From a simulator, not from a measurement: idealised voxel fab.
Name of the process module below: voxel plated lines
cross-section cut | 195 nm wide | cells 5 nm
Each cross-section below is a grid of square cells, stated as bands in top-down order, with one or more rows of cells making up each band. Read a band's entry like this: the first values are the height of its top and the height of its bottom in nm, and what follows is the sequence of materials from left to right, each with its width in nm. Note that "air" is empty space, and that a single material marked "everywhere" reaches across the band from edge to edge. A quick word on heights: they are counted from 0, and under that level the wafer as it came to us is one material throughout. The lowest band is different from the rest in having no bottom; it simply continues downward, written as in "z 0 and below". Per-row width for "30->40": begins at first number (top row of band), ends at second number (bottom row), increment between rows held constant. Key: "left unchanged" - step with no changed cell in the cross-section. Look at "Enclosed void entries" for the closed voids: empty spaces with no open path to the top, sized 8 cells or up. Each is width x height at distance, distance from the left edge, all nm. Post-settings text on a step line: simulator's own remark regarding the step. overlay nm: on a step with a mask, how far right of its planned place the mask lay; negative means left.
Steps in the process plan:
1. RECEIVE (material Si)
2. CONFORMAL_DEP (material SiN; thk nm 10)
3. DIRECTIONAL_DEP (material TiN; thk nm 5)
4. PATTERN (tone open; mask id LINES; material resist; width nm 15; pitch nm 35; thk nm 35; overlay nm 0)
5. EPI (material Ru; thk nm 10)
6. EPI (material Ru; thk nm 5)
7. EPI (material Ru; thk nm 10)
8. STRIP (etch materials resist)
9. DIRECTIONAL_ETCH (etch materials TiN; depth nm 5)
10. CONFORMAL_DEP (material SiCN; thk nm 5)
Wafer cross-section on receipt, i.e. after step 1:
> z 0 and below  Si everywhere
> Enclosed void entries: none
Post-module cross-section: identical start and plan to those above, one misstep in execution:
> z 45 to 40  SiCN everywhere
> z 40 to 15  Ru everywhere
> z 15 to 10  TiN everywhere
> z 10 to 0  SiN everywhere
> z 0 and below  Si everywhere
> Enclosed void entries: none
Deviation from plan: not run: step 4 of the plan (skipped)
